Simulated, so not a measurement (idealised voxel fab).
The name of this process module is voxel gate over fins.
Xsec cut, 170 nm wide, square cell size 5 nm.
A cross-section in this document is a grid of square cells, and it is written down as bands, the top band listed before the ones below it; a band is made up of one or more rows of cells.
For a band, the entry starts with two heights in nm, that of the top and then that of the bottom, and carries on with the band's materials in order from left to right, each alongside its width in nm; the word "everywhere" beside a single material means it fills the band edge to edge, and "air" means empty space.
The reference from which all heights are counted is 0, the level beneath which the as-received wafer is entirely one material; the lowest band, having no lower bound, proceeds downward and is written after the example "0 down".
A width such as "30..40" changes by the same amount from each row of cells to the next, from the band's top row to its bottom row.
Basically "stayed the same" means that step didn't change any cell in the cross-section.
"Sealed void listing" - sealed voids, min. 8 cells, no opening to top; format: width x height at distance (distance from left edge; nm throughout).
Anything after a step's settings on that line? It's the simulator's own note about the step.
The setting "overlay nm" may be written on the line of a step. When the step uses a mask, the value reports how far to the right of the planned place the mask lay, and a negative value reports that it lay to the left.

[This section lists the process steps that were planned]
| 1 | RECEIVE | material Si |
| 2 | CONFORMAL_DEP | material SiN | thk nm 5 |
| 3 | DIRECTIONAL_DEP | material aC | thk nm 10 |
| 4 | PATTERN | tone cover | mask id FINS | material resist | width nm 15 | pitch nm 60 | thk nm 25 | overlay nm 0 |
| 5 | DIRECTIONAL_ETCH | etch materials aC | depth nm 10 |
| 6 | STRIP | etch materials resist |
| 7 | DIRECTIONAL_ETCH | etch materials SiN | depth nm 5 |
| 8 | DIRECTIONAL_ETCH | etch materials Si | depth nm 30 |
| 9 | STRIP | etch materials aC |
| 10 | OXIDIZE | depth nm 5 |
| 11 | FILL_DEP | material SiO2 | thk nm 5 |
| 12 | CMP | height nm 5 |
| 13 | DIRECTIONAL_DEP | material aC | thk nm 15 |
| 14 | PATTERN | tone open | mask id RAIL | material resist | width nm 15 | thk nm 30 | overlay nm 0 |
| 15 | DIRECTIONAL_ETCH | etch materials aC | depth nm 15 |
| 16 | STRIP | etch materials resist |
| 17 | DIRECTIONAL_ETCH | etch materials SiO2 | depth nm 30 |
| 18 | STRIP | etch materials aC |
| 19 | CONFORMAL_DEP | material TiN | thk nm 5 |
| 20 | FILL_DEP | material W | thk nm 10 |
| 21 | CMP | height nm 5 |
| 22 | SELECTIVE_ETCH | etch materials W Ru TiN | depth nm 25 |
| 23 | FILL_DEP | material SiO2 | thk nm 5 |
| 24 | CMP | height nm 5 |
| 25 | SELECTIVE_ETCH | etch materials SiO2 | depth nm 20 |
| 26 | STRIP | etch materials SiN |
| 27 | CONFORMAL_DEP | material HfO2 | thk nm 5 |
| 28 | CONFORMAL_DEP | material TiN | thk nm 5 |
| 29 | FILL_DEP | material W | thk nm 10 |
| 30 | CMP | height nm 15 |
| 31 | CONFORMAL_DEP | material SiCN | thk nm 10 |

[Wafer, first of two, run as planned]

[Shown in cross-section is the wafer as received, that is, as it stands after step 1]
	0 down | Si everywhere
	Sealed void listing: none

[The following cross-section depicts the wafer upon completion of step 2]
	5 to 0 | SiN everywhere
	Everything under 0 stays put, no change at all.

[The following cross-section depicts the wafer upon completion of step 3]
	15 to 5 | aC everywhere
	Everything under 5 stays put, no change at all.

[The following cross-section depicts the wafer upon completion of step 4]
	40 to 15 | air (15) / resist (15) / air (45) / resist (15) / air (45) / resist (15) / air (20)
	Everything under 15 stays put, no change at all.

[The following cross-section depicts the wafer upon completion of step 5]
	30 to 15 | air (15) / resist (15) / air (45) / resist (15) / air (45) / resist (15) / air (20)
	15 to 5 | air (15) / aC (15) / air (45) / aC (15) / air (45) / aC (15) / air (20)
	Everything under 5 stays put, no change at all.

[The following cross-section depicts the wafer upon completion of step 6]
	15 to 5 | air (15) / aC (15) / air (45) / aC (15) / air (45) / aC (15) / air (20)
	Everything under 5 stays put, no change at all.

[The following cross-section depicts the wafer upon completion of step 7]
	15 to 5 | air (15) / aC (15) / air (45) / aC (15) / air (45) / aC (15) / air (20)
	5 to 0 | air (15) / SiN (15) / air (45) / SiN (15) / air (45) / SiN (15) / air (20)
	Everything under 0 stays put, no change at all.

[The following cross-section depicts the wafer upon completion of step 8]
	15 to 5 | air (15) / aC (15) / air (45) / aC (15) / air (45) / aC (15) / air (20)
	5 to 0 | air (15) / SiN (15) / air (45) / SiN (15) / air (45) / SiN (15) / air (20)
	0 to -30 | air (15) / Si (15) / air (45) / Si (15) / air (45) / Si (15) / air (20)
	Everything under -30 stays put, no change at all.

[The following cross-section depicts the wafer upon completion of step 9]
	5 to 0 | air (15) / SiN (15) / air (45) / SiN (15) / air (45) / SiN (15) / air (20)
	Everything under 0 stays put, no change at all.

[The following cross-section depicts the wafer upon completion of step 10]
	5 to 0 | air (15) / SiN (15) / air (45) / SiN (15) / air (45) / SiN (15) / air (20)
	0 to -30 | air (15) / SiO2 (5) / Si (5) / SiO2 (5) / air (45) / SiO2 (5) / Si (5) / SiO2 (5) / air (45) / SiO2 (5) / Si (5) / SiO2 (5) / air (20)
	-30 to -35 | SiO2 (20) / Si (5) / SiO2 (55) / Si (5) / SiO2 (55) / Si (5) / SiO2 (25)
	Everything under -35 stays put, no change at all.

[The following cross-section depicts the wafer upon completion of step 11]
	10 to 5 | SiO2 everywhere
	5 to 0 | SiO2 (15) / SiN (15) / SiO2 (45) / SiN (15) / SiO2 (45) / SiN (15) / SiO2 (20)
	0 to -35 | SiO2 (20) / Si (5) / SiO2 (55) / Si (5) / SiO2 (55) / Si (5) / SiO2 (25)
	Everything under -35 stays put, no change at all.

[The following cross-section depicts the wafer upon completion of step 12]
	5 to 0 | SiO2 (15) / SiN (15) / SiO2 (45) / SiN (15) / SiO2 (45) / SiN (15) / SiO2 (20)
	Everything under 0 stays put, no change at all.

[The following cross-section depicts the wafer upon completion of step 13]
	20 to 5 | aC everywhere
	Everything under 5 stays put, no change at all.

[The following cross-section depicts the wafer upon completion of step 14]
	50 to 20 | resist (45) / air (15) / resist (110)
	Everything under 20 stays put, no change at all.

[The following cross-section depicts the wafer upon completion of step 15]
	35 to 20 | resist (45) / air (15) / resist (110)
	20 to 5 | aC (45) / air (15) / aC (110)
	Everything under 5 stays put, no change at all.

[The following cross-section depicts the wafer upon completion of step 16]
	20 to 5 | aC (45) / air (15) / aC (110)
	Everything under 5 stays put, no change at all.

[The following cross-section depicts the wafer upon completion of step 17]
	20 to 5 | aC (45) / air (15) / aC (110)
	5 to 0 | SiO2 (15) / SiN (15) / SiO2 (15) / air (15) / SiO2 (15) / SiN (15) / SiO2 (45) / SiN (15) / SiO2 (20)
	0 to -25 | SiO2 (20) / Si (5) / SiO2 (20) / air (15) / SiO2 (20) / Si (5) / SiO2 (55) / Si (5) / SiO2 (25)
	Everything under -25 stays put, no change at all.

[The following cross-section depicts the wafer upon completion of step 18]
	5 to 0 | SiO2 (15) / SiN (15) / SiO2 (15) / air (15) / SiO2 (15) / SiN (15) / SiO2 (45) / SiN (15) / SiO2 (20)
	Everything under 0 stays put, no change at all.

[The following cross-section depicts the wafer upon completion of step 19]
	10 to 5 | TiN (50) / air (5) / TiN (115)
	5 to 0 | SiO2 (15) / SiN (15) / SiO2 (15) / TiN (5) / air (5) / TiN (5) / SiO2 (15) / SiN (15) / SiO2 (45) / SiN (15) / SiO2 (20)
	0 to -20 | SiO2 (20) / Si (5) / SiO2 (20) / TiN (5) / air (5) / TiN (5) / SiO2 (20) / Si (5) / SiO2 (55) / Si (5) / SiO2 (25)
	-20 to -25 | SiO2 (20) / Si (5) / SiO2 (20) / TiN (15) / SiO2 (20) / Si (5) / SiO2 (55) / Si (5) / SiO2 (25)
	Everything under -25 stays put, no change at all.

[The following cross-section depicts the wafer upon completion of step 20]
	20 to 10 | W everywhere
	10 to 5 | TiN (50) / W (5) / TiN (115)
	5 to 0 | SiO2 (15) / SiN (15) / SiO2 (15) / TiN (5) / W (5) / TiN (5) / SiO2 (15) / SiN (15) / SiO2 (45) / SiN (15) / SiO2 (20)
	0 to -20 | SiO2 (20) / Si (5) / SiO2 (20) / TiN (5) / W (5) / TiN (5) / SiO2 (20) / Si (5) / SiO2 (55) / Si (5) / SiO2 (25)
	Everything under -20 stays put, no change at all.

[The following cross-section depicts the wafer upon completion of step 21]
	5 to 0 | SiO2 (15) / SiN (15) / SiO2 (15) / TiN (5) / W (5) / TiN (5) / SiO2 (15) / SiN (15) / SiO2 (45) / SiN (15) / SiO2 (20)
	Everything under 0 stays put, no change at all.

[The following cross-section depicts the wafer upon completion of step 22]
	5 to 0 | SiO2 (15) / SiN (15) / SiO2 (15) / air (15) / SiO2 (15) / SiN (15) / SiO2 (45) / SiN (15) / SiO2 (20)
	0 to -20 | SiO2 (20) / Si (5) / SiO2 (20) / air (15) / SiO2 (20) / Si (5) / SiO2 (55) / Si (5) / SiO2 (25)
	Everything under -20 stays put, no change at all.

[The following cross-section depicts the wafer upon completion of step 23]
	10 to 5 | SiO2 everywhere
	5 to 0 | SiO2 (15) / SiN (15) / SiO2 (45) / SiN (15) / SiO2 (45) / SiN (15) / SiO2 (20)
	0 to -20 | SiO2 (20) / Si (5) / SiO2 (55) / Si (5) / SiO2 (55) / Si (5) / SiO2 (25)
	Everything under -20 stays put, no change at all.

[The following cross-section depicts the wafer upon completion of step 24]
	5 to 0 | SiO2 (15) / SiN (15) / SiO2 (45) / SiN (15) / SiO2 (45) / SiN (15) / SiO2 (20)
	Everything under 0 stays put, no change at all.

[The following cross-section depicts the wafer upon completion of step 25]
	5 to 0 | air (15) / SiN (15) / air (45) / SiN (15) / air (45) / SiN (15) / air (20)
	0 to -15 | air (20) / Si (5) / air (55) / Si (5) / air (55) / Si (5) / air (25)
	Everything under -15 stays put, no change at all.

[The following cross-section depicts the wafer upon completion of step 26]
	0 to -15 | air (20) / Si (5) / air (55) / Si (5) / air (55) / Si (5) / air (25)
	Everything under -15 stays put, no change at all.

[The following cross-section depicts the wafer upon completion of step 27]
	5 to 0 | air (15) / HfO2 (15) / air (45) / HfO2 (15) / air (45) / HfO2 (15) / air (20)
	0 to -10 | air (15) / HfO2 (5) / Si (5) / HfO2 (5) / air (45) / HfO2 (5) / Si (5) / HfO2 (5) / air (45) / HfO2 (5) / Si (5) / HfO2 (5) / air (20)
	-10 to -15 | HfO2 (20) / Si (5) / HfO2 (55) / Si (5) / HfO2 (55) / Si (5) / HfO2 (25)
	Everything under -15 stays put, no change at all.

[The following cross-section depicts the wafer upon completion of step 28]
	10 to 5 | air (10) / TiN (25) / air (35) / TiN (25) / air (35) / TiN (25) / air (15)
	5 to 0 | air (10) / TiN (5) / HfO2 (15) / TiN (5) / air (35) / TiN (5) / HfO2 (15) / TiN (5) / air (35) / TiN (5) / HfO2 (15) / TiN (5) / air (15)
	0 to -5 | air (10) / TiN (5) / HfO2 (5) / Si (5) / HfO2 (5) / TiN (5) / air (35) / TiN (5) / HfO2 (5) / Si (5) / HfO2 (5) / TiN (5) / air (35) / TiN (5) / HfO2 (5) / Si (5) / HfO2 (5) / TiN (5) / air (15)
	-5 to -10 | TiN (15) / HfO2 (5) / Si (5) / HfO2 (5) / TiN (45) / HfO2 (5) / Si (5) / HfO2 (5) / TiN (45) / HfO2 (5) / Si (5) / HfO2 (5) / TiN (20)
	Everything under -10 stays put, no change at all.

[The following cross-section depicts the wafer upon completion of step 29]
	20 to 10 | W everywhere
	10 to 5 | W (10) / TiN (25) / W (35) / TiN (25) / W (35) / TiN (25) / W (15)
	5 to 0 | W (10) / TiN (5) / HfO2 (15) / TiN (5) / W (35) / TiN (5) / HfO2 (15) / TiN (5) / W (35) / TiN (5) / HfO2 (15) / TiN (5) / W (15)
	0 to -5 | W (10) / TiN (5) / HfO2 (5) / Si (5) / HfO2 (5) / TiN (5) / W (35) / TiN (5) / HfO2 (5) / Si (5) / HfO2 (5) / TiN (5) / W (35) / TiN (5) / HfO2 (5) / Si (5) / HfO2 (5) / TiN (5) / W (15)
	Everything under -5 stays put, no change at all.

[The following cross-section depicts the wafer upon completion of step 30]
	15 to 10 | W everywhere
	Everything under 10 stays put, no change at all.

[The following cross-section depicts the wafer upon completion of step 31]
	25 to 15 | SiCN everywhere
	Everything under 15 stays put, no change at all.

[Here the second wafer is described. Its start and its plan were those of the first wafer. Its run contained one mistake. Up to and including step 26, it did exactly what the first wafer did]

[Second wafer shown in cross-section at the time step 27 was slated to end]
	5 to 0 | air (15) / TiN (15) / air (45) / TiN (15) / air (45) / TiN (15) / air (20)
	0 to -10 | air (15) / TiN (5) / Si (5) / TiN (5) / air (45) / TiN (5) / Si (5) / TiN (5) / air (45) / TiN (5) / Si (5) / TiN (5) / air (20)
	-10 to -15 | TiN (20) / Si (5) / TiN (55) / Si (5) / TiN (55) / Si (5) / TiN (25)
	Everything under -15 stays put, no change at all.

[Second wafer shown in cross-section at the time step 28 was slated to end]
	10 to 5 | air (10) / HfO2 (25) / air (35) / HfO2 (25) / air (35) / HfO2 (25) / air (15)
	5 to 0 | air (10) / HfO2 (5) / TiN (15) / HfO2 (5) / air (35) / HfO2 (5) / TiN (15) / HfO2 (5) / air (35) / HfO2 (5) / TiN (15) / HfO2 (5) / air (15)
	0 to -5 | air (10) / HfO2 (5) / TiN (5) / Si (5) / TiN (5) / HfO2 (5) / air (35) / HfO2 (5) / TiN (5) / Si (5) / TiN (5) / HfO2 (5) / air (35) / HfO2 (5) / TiN (5) / Si (5) / TiN (5) / HfO2 (5) / air (15)
	-5 to -10 | HfO2 (15) / TiN (5) / Si (5) / TiN (5) / HfO2 (45) / TiN (5) / Si (5) / TiN (5) / HfO2 (45) / TiN (5) / Si (5) / TiN (5) / HfO2 (20)
	Everything under -10 stays put, no change at all.

[Second wafer shown in cross-section at the time step 29 was slated to end]
	20 to 10 | W everywhere
	10 to 5 | W (10) / HfO2 (25) / W (35) / HfO2 (25) / W (35) / HfO2 (25) / W (15)
	5 to 0 | W (10) / HfO2 (5) / TiN (15) / HfO2 (5) / W (35) / HfO2 (5) / TiN (15) / HfO2 (5) / W (35) / HfO2 (5) / TiN (15) / HfO2 (5) / W (15)
	0 to -5 | W (10) / HfO2 (5) / TiN (5) / Si (5) / TiN (5) / HfO2 (5) / W (35) / HfO2 (5) / TiN (5) / Si (5) / TiN (5) / HfO2 (5) / W (35) / HfO2 (5) / TiN (5) / Si (5) / TiN (5) / HfO2 (5) / W (15)
	Everything under -5 stays put, no change at all.

[Second wafer shown in cross-section at the time step 30 was slated to end]
	15 to 10 | W everywhere
	Everything under 10 stays put, no change at all.

[Second wafer shown in cross-section at the time step 31 was slated to end]
	25 to 15 | SiCN everywhere
	Everything under 15 stays put, no change at all.
what went wrong: ran 27 and 28 in swapped order versus the plan
Heads up: at the end the two wafers have identical cell counts per material, they're just laid out differently.
